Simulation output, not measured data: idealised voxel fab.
The process module that follows is named voxel fin reveal.
245 nm wide, 5 nm square cells: that's cross-section cut.
In what follows, cross-sections appear as grids of square cells, described through bands that run from the top down, where every band is one or more rows of cells. Heights first: top, then bottom, in nm. Then materials, left to right, each with a width in nm. "edge to edge" on a single material: fills the band edge to edge. "empty": empty space. For the purposes of this specification, 0 denotes the height below which the wafer in its as-received condition is composed wholly of one material, and the lowermost band, lacking a lower limit, extends downward without end, as expressed in "z 0 and below". Width: "30 to 40" (first number = top row, second number = bottom row, same change from row to row of cells). Reading "remains unaltered" for a step: not a cell of the cross-section changed in it. "Closed void inventory" enumerates empty spaces isolated from the top, with no open way to it, that contain at least 8 cells, giving each as width x height at distance from the left edge, all three in nm. Heads up: the bit after the settings on a step's line is the simulator's remark on that step. Among the settings permitted on a step's line is "overlay nm"; applied to a step with a mask, it specifies the extent to which the mask lay to the right of its planned position, whereas a negative figure signifies a position to the left.
The following list gives the planned process steps
- 1: RECEIVE with material Si
- 2: CONFORMAL_DEP with material SiN, thk nm 10
- 3: PATTERN with tone cover, mask id FINS, material resist, width nm 15, pitch nm 40, thk nm 15, overlay nm 0
- 4: DIRECTIONAL_ETCH with etch materials SiN, depth nm 10
- 5: DIRECTIONAL_ETCH with etch materials Si, depth nm 40
- 6: STRIP with etch materials resist
- 7: OXIDIZE with depth nm 5
- 8: FILL_DEP with material SiO2, thk nm 10
- 9: CMP with height nm 10
- 10: SELECTIVE_ETCH with etch materials SiO2, depth nm 35
- 11: STRIP with etch materials SiN
- 12: CONFORMAL_DEP with material HfO2, thk nm 5
Wafer cross-section on receipt, i.e. after step 1
- z 0 and below  Si edge to edge
- Closed void inventory: none
Module complete - cross-section of the first of two wafers, run according to plan
- z 5 to 0  empty (75), HfO2 (15), empty (25), HfO2 (15), empty (25), HfO2 (15), empty (75)
- z 0 to -20  empty (75), HfO2 (5), Si (5), HfO2 (5), empty (25), HfO2 (5), Si (5), HfO2 (5), empty (25), HfO2 (5), Si (5), HfO2 (5), empty (75)
- z -20 to -25  HfO2 (80), Si (5), HfO2 (35), Si (5), HfO2 (35), Si (5), HfO2 (80)
- z -25 to -45  SiO2 (80), Si (5), SiO2 (35), Si (5), SiO2 (35), Si (5), SiO2 (80)
- z -45 and below  Si edge to edge
- Closed void inventory: none
Second wafer at the end: like start, like plan, one mistake
- z 5 to 0  empty (75), SiN (15), empty (25), SiN (15), empty (25), SiN (15), empty (75)
- z 0 to -20  empty (75), SiN (5), Si (5), SiN (5), empty (25), SiN (5), Si (5), SiN (5), empty (25), SiN (5), Si (5), SiN (5), empty (75)
- z -20 to -25  SiN (80), Si (5), SiN (35), Si (5), SiN (35), Si (5), SiN (80)
- z -25 to -45  SiO2 (80), Si (5), SiO2 (35), Si (5), SiO2 (35), Si (5), SiO2 (80)
- z -45 and below  Si edge to edge
- Closed void inventory: none
The mistake made against the process plan was this: step 12: run off-plan, actual operation and settings CONFORMAL_DEP with material SiN, thk nm 5
End check, counted in cells, second wafer has more or fewer of these materials than the first: 79 fewer of HfO2; 79 more of SiN
